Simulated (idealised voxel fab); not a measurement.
The name of this process module is voxel released beams.
For reference, the cross-section in this document is cut, with width 280 nm and square cells of 5 nm.
Cross-section, as written here: a square-cell grid given band by band from the top down, where a band holds one or more rows of cells. This entry defines a band. It first specifies the height of the band's top and the height of its bottom in nm, and then specifies the band's materials from left to right, stating each material with its width in nm. The word "everywhere" identifies a single material that fills the band from edge to edge, while the word "empty" identifies empty space. Heights are measured from 0, the level below which the as-received wafer is all one material; the lowest band has no bottom and continues downward, written as in "0 down". A width such as "30..40" changes by the same amount from each row of cells to the next, from the band's top row to its bottom row. Any step labelled "no alteration" changed none of the cells in the cross-section. This entry, "Closed void list", enumerates those empty regions of no fewer than 8 cells that possess no open connection to the top. Each region is reported in the form width x height at distance, the distance being taken from the left edge, with all three quantities expressed in nm. Formally, on a step line, whatever follows the settings is a remark that the simulator itself makes on the step. overlay nm, on a step with a mask: how far to the right of its planned place the mask lay; to the left if negative.
The following list gives the planned process steps:
1) RECEIVE: material Si
2) CONFORMAL_DEP: material SiN, thk nm 10
3) DIRECTIONAL_DEP: material SiO2, thk nm 15
4) MASKED_ETCH: tone open, mask id ANCHOR, width nm 40, etch materials SiO2, depth nm 15, overlay nm 0
5) CONFORMAL_DEP: material W, thk nm 15
6) DIRECTIONAL_DEP: material aC, thk nm 10
7) PATTERN: tone cover, mask id BEAM, material resist, width nm 120, thk nm 25, overlay nm 0
8) DIRECTIONAL_ETCH: etch materials aC, depth nm 10
9) STRIP: etch materials resist
10) DIRECTIONAL_ETCH: etch materials W, depth nm 15
11) STRIP: etch materials aC
12) STRIP: etch materials SiO2
As-received wafer cross-section (after step 1):
  0 down  Si everywhere
  Closed void list: none
End-of-module cross-section. Starting structure and process plan as above; one mistake made in running it:
  40 to 25  75 nm empty / 60 nm W / 145 nm empty
  25 to 10  65 nm empty / 15 nm W / 40 nm SiO2 / 75 nm W / 85 nm empty
  10 to 0  SiN everywhere
  0 down  Si everywhere
  Closed void list: none
Plan not followed: step 4 changed vs plan, executed as MASKED_ETCH: tone cover, mask id ANCHOR, width nm 40, etch materials SiO2, depth nm 15, overlay nm 0
